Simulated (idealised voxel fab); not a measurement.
process module | voxel transistor to metal
cross-section cut | 295 nm wide | cells 5 nm
A cross-section is a grid of square cells, given in bands from the top down. A band is one or more rows of cells.
Each band's line starts with the height of the band's top and of its bottom, in nm. Then come its materials from left to right, each with its width in nm. One material with "throughout" fills the band from edge to edge. "air" is empty space.
Height 0 is the level under which the wafer as received is all one material. The lowest band goes on downwards, as in "0 down".
A width such as "30 to 40" changes by the same amount from each row of cells to the next, from the band's top row to its bottom row.
"no change" after a step means that no cell of the cross-section changed.
closed voids: empty space of 8 cells or more with no open way to the top, each as width x height at its distance from the left edge, in nm
after a step's settings: what the simulator itself notes on the step
overlay nm, on a step with a mask: how far to the right of its planned place the mask lay; to the left if negative
Each pair below shows a cross-section before one step and the cross-section after it, down to the lowest band that changed. The line under each pair gives the step between them, with its settings. The pairs can come from different runs of this module on the same starting wafer, so a pair continues from the pair above only where its "before" says so.
before
  110 to 95: resist 45 | air 20 | resist 45 | air 20 | resist 35 | air 20 | resist 45 | air 20 | resist 45
  95 to 80: aC 45 | air 20 | aC 45 | air 20 | aC 35 | air 20 | aC 45 | air 20 | aC 45
  80 to 55: W throughout
  55 to 50: TiN throughout
  50 to 40: SiO2 45 | TiN 5 | Ru 10 | TiN 5 | SiO2 45 | TiN 5 | Ru 10 | TiN 5 | SiO2 35 | TiN 5 | Ru 10 | TiN 5 | SiO2 45 | TiN 5 | Ru 10 | TiN 5 | SiO2 45
  40 to 25: SiO2 45 | TiN 5 | Ru 10 | TiN 5 | SiO2 5 | SiN 10 | SiCN 15 | SiN 10 | SiO2 5 | TiN 5 | Ru 10 | TiN 5 | SiO2 35 | TiN 5 | Ru 10 | TiN 5 | SiO2 5 | SiN 10 | SiCN 15 | SiN 10 | SiO2 5 | TiN 5 | Ru 10 | TiN 5 | SiO2 45
  25 to 10: SiO2 45 | TiN 5 | Ru 10 | TiN 5 | SiO2 5 | SiN 10 | polySi 15 | SiN 10 | SiO2 5 | TiN 5 | Ru 10 | TiN 5 | SiO2 35 | TiN 5 | Ru 10 | TiN 5 | SiO2 5 | SiN 10 | polySi 15 | SiN 10 | SiO2 5 | TiN 5 | Ru 10 | TiN 5 | SiO2 45
  10 to 5: SiO2 45 | TiN 20 | SiO2 5 | SiN 10 | polySi 15 | SiN 10 | SiO2 5 | TiN 20 | SiO2 35 | TiN 20 | SiO2 5 | SiN 10 | polySi 15 | SiN 10 | SiO2 5 | TiN 20 | SiO2 45
  5 to -5: SiO2 45 | TiN 10 | nSi 15 | SiN 10 | polySi 15 | SiN 10 | nSi 15 | TiN 10 | SiO2 35 | TiN 10 | nSi 15 | SiN 10 | polySi 15 | SiN 10 | nSi 15 | TiN 10 | SiO2 45
  -5 to -10: SiO2 45 | TiN 10 | nSi 15 | SiO2 35 | nSi 15 | TiN 10 | SiO2 35 | TiN 10 | nSi 15 | SiO2 35 | nSi 15 | TiN 10 | SiO2 45
  -10 to -25: SiO2 40 | nSi 30 | Si 35 | nSi 30 | SiO2 25 | nSi 30 | Si 35 | nSi 30 | SiO2 40
  -25 to -30: SiO2 40 | Si 95 | SiO2 25 | Si 95 | SiO2 40
  -30 down: Si throughout
  closed voids: none
after
  95 to 80: aC 45 | air 20 | aC 45 | air 20 | aC 35 | air 20 | aC 45 | air 20 | aC 45
  below 80: unchanged
  closed voids: none
the step between: op STRIP | etch materials resist
before: the cross-section after the pair above
after
  95 to 80: aC 45 | air 20 | aC 45 | air 20 | aC 35 | air 20 | aC 45 | air 20 | aC 45
  80 to 55: W 45 | air 20 | W 45 | air 20 | W 35 | air 20 | W 45 | air 20 | W 45
  below 55: unchanged
  closed voids: none
the step between: op DIRECTIONAL_ETCH | etch materials W | depth nm 25
before: the cross-section after the pair above
after
  95 to 80: aC 45 | air 20 | aC 45 | air 20 | aC 35 | air 20 | aC 45 | air 20 | aC 45
  80 to 55: W 45 | air 20 | W 45 | air 20 | W 35 | air 20 | W 45 | air 20 | W 45
  55 to 50: TiN 45 | air 20 | TiN 45 | air 20 | TiN 35 | air 20 | TiN 45 | air 20 | TiN 45
  below 50: unchanged
  closed voids: none
the step between: op DIRECTIONAL_ETCH | etch materials TiN | depth nm 5
before: the cross-section after the pair above
after
  80 to 55: W 45 | air 20 | W 45 | air 20 | W 35 | air 20 | W 45 | air 20 | W 45
  below 55: unchanged
  closed voids: none
the step between: op STRIP | etch materials aC
before: the cross-section after the pair above
after
  85 to 80: lowk throughout
  80 to 55: W 45 | lowk 20 | W 45 | lowk 20 | W 35 | lowk 20 | W 45 | lowk 20 | W 45
  55 to 50: TiN 45 | lowk 20 | TiN 45 | lowk 20 | TiN 35 | lowk 20 | TiN 45 | lowk 20 | TiN 45
  below 50: unchanged
  closed voids: none
the step between: op FILL_DEP | material lowk | thk nm 5
before: the cross-section after the pair above
after
  80 to 55: W 45 | lowk 20 | W 45 | lowk 20 | W 35 | lowk 20 | W 45 | lowk 20 | W 45
  below 55: unchanged
  closed voids: none
the step between: op CMP | height nm 80
before: the cross-section after the pair above
after
  85 to 80: SiCN throughout
  below 80: unchanged
  closed voids: none
the step between: op CONFORMAL_DEP | material SiCN | thk nm 5
before: the cross-section after the pair above
after
  115 to 85: lowk throughout
  below 85: unchanged
  closed voids: none
the step between: op DIRECTIONAL_DEP | material lowk | thk nm 30
before: the cross-section after the pair above
after
  135 to 115: resist 45 | air 15 | resist 105 | air 15 | resist 115
  below 115: unchanged
  closed voids: none
the step between: op PATTERN | tone open | mask id METAL_2_HOLES | material resist | width nm 15 | pitch nm 120 | thk nm 20 | overlay nm 0
before: the cross-section after the pair above
after
  135 to 115: resist 45 | air 15 | resist 105 | air 15 | resist 115
  115 to 85: lowk 45 | air 15 | lowk 105 | air 15 | lowk 115
  below 85: unchanged
  closed voids: none
the step between: op DIRECTIONAL_ETCH | etch materials lowk | depth nm 30
before: the cross-section after the pair above
after
  115 to 85: lowk 45 | air 15 | lowk 105 | air 15 | lowk 115
  below 85: unchanged
  closed voids: none
the step between: op STRIP | etch materials resist
before: the cross-section after the pair above
after
  130 to 115: resist 45 | air 20 | resist 100 | air 20 | resist 110
  below 115: unchanged
  closed voids: none
the step between: op PATTERN | tone open | mask id METAL_2 | material resist | width nm 20 | pitch nm 120 | thk nm 15 | overlay nm 0
before: the cross-section after the pair above
after
  130 to 115: resist 45 | air 20 | resist 100 | air 20 | resist 110
  115 to 100: lowk 45 | air 20 | lowk 100 | air 20 | lowk 110
  below 100: unchanged
  closed voids: none
the step between: op DIRECTIONAL_ETCH | etch materials lowk | depth nm 15
before: the cross-section after the pair above
after
  130 to 115: resist 45 | air 20 | resist 100 | air 20 | resist 110
  115 to 100: lowk 45 | air 20 | lowk 100 | air 20 | lowk 110
  100 to 85: lowk 45 | air 15 | lowk 105 | air 15 | lowk 115
  85 to 80: SiCN 45 | air 15 | SiCN 105 | air 15 | SiCN 115
  below 80: unchanged
  closed voids: none
the step between: op DIRECTIONAL_ETCH | etch materials SiCN | depth nm 5
before: the cross-section after the pair above
after
  115 to 100: lowk 45 | air 20 | lowk 100 | air 20 | lowk 110
  below 100: unchanged
  closed voids: none
the step between: op STRIP | etch materials resist
before: the cross-section after the pair above
after
  120 to 115: TiN 50 | air 10 | TiN 110 | air 10 | TiN 115
  115 to 105: lowk 45 | TiN 5 | air 10 | TiN 5 | lowk 100 | TiN 5 | air 10 | TiN 5 | lowk 110
  105 to 100: lowk 45 | TiN 5 | air 5 | TiN 10 | lowk 100 | TiN 5 | air 5 | TiN 10 | lowk 110
  100 to 85: lowk 45 | TiN 5 | air 5 | TiN 5 | lowk 105 | TiN 5 | air 5 | TiN 5 | lowk 115
  85 to 80: SiCN 45 | TiN 15 | SiCN 105 | TiN 15 | SiCN 115
  below 80: unchanged
  closed voids: none
the step between: op CONFORMAL_DEP | material TiN | thk nm 5
before: the cross-section after the pair above
after
  125 to 120: Ru throughout
  120 to 115: TiN 50 | Ru 10 | TiN 110 | Ru 10 | TiN 115
  115 to 105: lowk 45 | TiN 5 | Ru 10 | TiN 5 | lowk 100 | TiN 5 | Ru 10 | TiN 5 | lowk 110
  105 to 100: lowk 45 | TiN 5 | Ru 5 | TiN 10 | lowk 100 | TiN 5 | Ru 5 | TiN 10 | lowk 110
  100 to 85: lowk 45 | TiN 5 | Ru 5 | TiN 5 | lowk 105 | TiN 5 | Ru 5 | TiN 5 | lowk 115
  below 85: unchanged
  closed voids: none
the step between: op FILL_DEP | material Ru | thk nm 5
before: the cross-section after the pair above
after
  115 to 105: lowk 45 | TiN 5 | Ru 10 | TiN 5 | lowk 100 | TiN 5 | Ru 10 | TiN 5 | lowk 110
  below 105: unchanged
  closed voids: none
the step between: op CMP | height nm 115
before: the cross-section after the pair above
after
  120 to 115: SiCN throughout
  below 115: unchanged
  closed voids: none
the step between: op CONFORMAL_DEP | material SiCN | thk nm 5
